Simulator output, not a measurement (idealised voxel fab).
The process module presented herein is designated voxel gate over fins.
FYI the section here is cut, 145 nm wide, cells are 5 nm squares.
A cross-section in this document is a grid of square cells, and it is written down as bands, the top band listed before the ones below it; a band is made up of one or more rows of cells.
Heights first: top, then bottom, in nm. Then materials, left to right, each with a width in nm. "everywhere" on a single material: fills the band edge to edge. "blank": empty space.
Height reference: 0 = level under which incoming wafer is all one material. Lowest band: no bottom, runs on downward, e.g. "0 down".
Width: "30..40" (first number = top row, second number = bottom row, same change from row to row of cells).
For the purposes of this document, the phrase "changes: none" attached to a step denotes that no cell within the cross-section was modified by that step.
Empty spaces counting at least 8 cells and having no open way to the top are listed in "Trapped cavities". The notation width x height at distance is used for each, the distance being from the left edge and all three values in nm.
On a step's line, text after the settings is the simulator commenting on that step.
Each step line may optionally specify "overlay nm", which for a step with a mask gives the rightward distance between the mask's planned place and where it lay, a negative value indicating the leftward direction.

Here's what the planned process steps look like
1: RECEIVE,material Si
2: CONFORMAL_DEP,material SiN,thk nm 10
3: PATTERN,tone cover,mask id FINS,material resist,width nm 15,pitch nm 35,thk nm 15,overlay nm 0
4: DIRECTIONAL_ETCH,etch materials SiN,depth nm 10
5: DIRECTIONAL_ETCH,etch materials Si,depth nm 40
6: STRIP,etch materials resist
7: FILL_DEP,material SiO2,thk nm 5
8: CMP,height nm 10
9: SELECTIVE_ETCH,etch materials SiO2,depth nm 25
10: STRIP,etch materials SiN
11: CONFORMAL_DEP,material HfO2,thk nm 5
12: CONFORMAL_DEP,material TiN,thk nm 5
13: CONFORMAL_DEP,material TiAl,thk nm 5
14: CONFORMAL_DEP,material TiN,thk nm 5
15: FILL_DEP,material W,thk nm 10
16: CMP,height nm 25
17: CONFORMAL_DEP,material SiCN,thk nm 5

Cross-section of the wafer as it came to us, i.e., already through step 1
* 0 down = Si everywhere
* Trapped cavities: none

Wafer cross-section at end of module: start and plan as shown above, one execution error
* 30 to 25 = SiCN everywhere
* 25 to 15 = W everywhere
* 15 to 5 = W: 30  TiN: 80  W: 35
* 5 to 0 = W: 30  TiN: 10  HfO2: 25  TiN: 10  HfO2: 25  TiN: 10  W: 35
* 0 to -10 = TiN: 40  HfO2: 5  Si: 15  HfO2: 5  TiN: 10  HfO2: 5  Si: 15  HfO2: 5  TiN: 45
* -10 to -15 = HfO2: 45  Si: 15  HfO2: 20  Si: 15  HfO2: 50
* -15 to -40 = SiO2: 45  Si: 15  SiO2: 20  Si: 15  SiO2: 50
* -40 down = Si everywhere
* Trapped cavities: none
Run error: plan step 13: skipped, not run
